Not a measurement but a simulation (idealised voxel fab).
process module | voxel wiring stack
cross-section cut | 170 nm wide | cells 5 nm
A cross-section is a grid of square cells, given in bands from the top down. A band is one or more rows of cells.
Each band's line starts with the height of the band's top and of its bottom, in nm. Then come its materials from left to right, each with its width in nm. One material with "throughout" fills the band from edge to edge. "air" is empty space.
Height 0 is the level under which the wafer as received is all one material. The lowest band goes on downwards, as in "0 down".
A width such as "30 to 40" changes by the same amount from each row of cells to the next, from the band's top row to its bottom row.
"no change" after a step means that no cell of the cross-section changed.
closed voids: empty space of 8 cells or more with no open way to the top, each as width x height at its distance from the left edge, in nm
after a step's settings: what the simulator itself notes on the step
overlay nm, on a step with a mask: how far to the right of its planned place the mask lay; to the left if negative
plan
1 op RECEIVE | material Si
2 op CONFORMAL_DEP | material SiO2 | thk nm 15
3 op DIRECTIONAL_DEP | material TiN | thk nm 5
4 op DIRECTIONAL_DEP | material Ru | thk nm 15
5 op PATTERN | tone cover | mask id METAL_1 | material resist | width nm 25 | pitch nm 40 | thk nm 15 | overlay nm 0
6 op DIRECTIONAL_ETCH | etch materials Ru | depth nm 15
7 op DIRECTIONAL_ETCH | etch materials TiN | depth nm 5
8 op STRIP | etch materials resist
9 op CONFORMAL_DEP | material SiCN | thk nm 5
10 op FILL_DEP | material lowk | thk nm 10
11 op CMP | height nm 35
12 op CONFORMAL_DEP | material SiCN | thk nm 5
13 op DIRECTIONAL_DEP | material lowk | thk nm 10
14 op PATTERN | tone open | mask id PLUG_1 | material resist | width nm 15 | thk nm 20 | overlay nm 0
15 op DIRECTIONAL_ETCH | etch materials lowk | depth nm 10
16 op DIRECTIONAL_ETCH | etch materials SiCN | depth nm 5
17 op STRIP | etch materials resist
18 op CONFORMAL_DEP | material TiN | thk nm 5
19 op FILL_DEP | material W | thk nm 10
20 op CMP | height nm 50
21 op DIRECTIONAL_DEP | material TiN | thk nm 5
22 op DIRECTIONAL_DEP | material Ru | thk nm 25
23 op DIRECTIONAL_DEP | material aC | thk nm 15
24 op PATTERN | tone cover | mask id METAL_2 | material resist | width nm 25 | pitch nm 40 | thk nm 30 | overlay nm -15
25 op DIRECTIONAL_ETCH | etch materials aC | depth nm 15
26 op STRIP | etch materials resist
27 op DIRECTIONAL_ETCH | etch materials Ru | depth nm 25
28 op DIRECTIONAL_ETCH | etch materials TiN | depth nm 5
29 op STRIP | etch materials aC
30 op FILL_DEP | material lowk | thk nm 5
31 op CMP | height nm 80
32 op CONFORMAL_DEP | material SiCN | thk nm 5
33 op DIRECTIONAL_DEP | material SiO2 | thk nm 25
34 op PATTERN | tone open | mask id METAL_3_HOLES | material resist | width nm 15 | thk nm 15 | overlay nm 0
35 op DIRECTIONAL_ETCH | etch materials SiO2 | depth nm 25
36 op STRIP | etch materials resist
37 op PATTERN | tone open | mask id METAL_3 | material resist | width nm 25 | pitch nm 40 | thk nm 15 | overlay nm 0
38 op DIRECTIONAL_ETCH | etch materials SiO2 | depth nm 15
39 op DIRECTIONAL_ETCH | etch materials SiCN | depth nm 5
40 op STRIP | etch materials resist
41 op CONFORMAL_DEP | material TiN | thk nm 5
42 op FILL_DEP | material Cu | thk nm 10
43 op CMP | height nm 110
44 op CONFORMAL_DEP | material SiN | thk nm 5
varied across the wafers: overlay nm of step 24. The plan shows the first wafer's value. All wafers start alike
first wafer as received, after step 1
  0 down: Si throughout
  closed voids: none
first wafer at the end, after step 44
  115 to 110: SiN throughout
  110 to 100: SiO2 50 | TiN 5 | Cu 15 | TiN 5 | SiO2 15 | TiN 5 | Cu 15 | TiN 5 | SiO2 55
  100 to 95: SiO2 50 | TiN 5 | Cu 5 | TiN 15 | SiO2 15 | TiN 25 | SiO2 55
  95 to 85: SiO2 50 | TiN 5 | Cu 5 | TiN 5 | SiO2 105
  85 to 80: SiCN 50 | TiN 15 | SiCN 105
  80 to 55: lowk 35 | Ru 25 | lowk 15 | Ru 25 | lowk 70
  55 to 50: lowk 35 | TiN 25 | lowk 15 | TiN 25 | lowk 70
  50 to 40: lowk 50 | TiN 5 | W 5 | TiN 5 | lowk 105
  40 to 35: SiCN 50 | TiN 15 | SiCN 105
  35 to 20: lowk 45 | SiCN 5 | Ru 25 | SiCN 5 | lowk 5 | SiCN 5 | Ru 25 | SiCN 5 | lowk 50
  20 to 15: SiCN 50 | TiN 25 | SiCN 15 | TiN 25 | SiCN 55
  15 to 0: SiO2 throughout
  0 down: Si throughout
  closed voids: none
last wafer at the end
  115 to 110: SiN throughout
  110 to 100: SiO2 50 | TiN 5 | Cu 15 | TiN 5 | SiO2 15 | TiN 5 | Cu 15 | TiN 5 | SiO2 55
  100 to 95: SiO2 50 | TiN 5 | Cu 5 | TiN 15 | SiO2 15 | TiN 25 | SiO2 55
  95 to 85: SiO2 50 | TiN 5 | Cu 5 | TiN 5 | SiO2 105
  85 to 80: SiCN 50 | TiN 15 | SiCN 105
  80 to 55: lowk 65 | Ru 25 | lowk 15 | Ru 25 | lowk 40
  55 to 50: lowk 65 | TiN 25 | lowk 15 | TiN 25 | lowk 40
  50 to 40: lowk 50 | TiN 5 | W 5 | TiN 5 | lowk 105
  40 to 35: SiCN 50 | TiN 15 | SiCN 105
  35 to 20: lowk 45 | SiCN 5 | Ru 25 | SiCN 5 | lowk 5 | SiCN 5 | Ru 25 | SiCN 5 | lowk 50
  20 to 15: SiCN 50 | TiN 25 | SiCN 15 | TiN 25 | SiCN 55
  15 to 0: SiO2 throughout
  0 down: Si throughout
  closed voids: none
each wafer at the end: cells of each material gained (+) or lost (-) since it was received, then its closed voids
overlay nm -15 | +15 Cu | +80 Ru | +98 SiCN | +34 SiN | +236 SiO2 | +51 TiN | +2 W | +266 lowk | closed voids: none
overlay nm -10 | +15 Cu | +80 Ru | +98 SiCN | +34 SiN | +236 SiO2 | +51 TiN | +2 W | +266 lowk | closed voids: none
overlay nm -5 | +15 Cu | +80 Ru | +98 SiCN | +34 SiN | +236 SiO2 | +51 TiN | +2 W | +266 lowk | closed voids: none
overlay nm 0 | +15 Cu | +80 Ru | +98 SiCN | +34 SiN | +236 SiO2 | +51 TiN | +2 W | +266 lowk | closed voids: none
overlay nm 5 | +15 Cu | +80 Ru | +98 SiCN | +34 SiN | +236 SiO2 | +51 TiN | +2 W | +266 lowk | closed voids: none
overlay nm 10 | +15 Cu | +80 Ru | +98 SiCN | +34 SiN | +236 SiO2 | +51 TiN | +2 W | +266 lowk | closed voids: none
overlay nm 15 | +15 Cu | +80 Ru | +98 SiCN | +34 SiN | +236 SiO2 | +51 TiN | +2 W | +266 lowk | closed voids: none
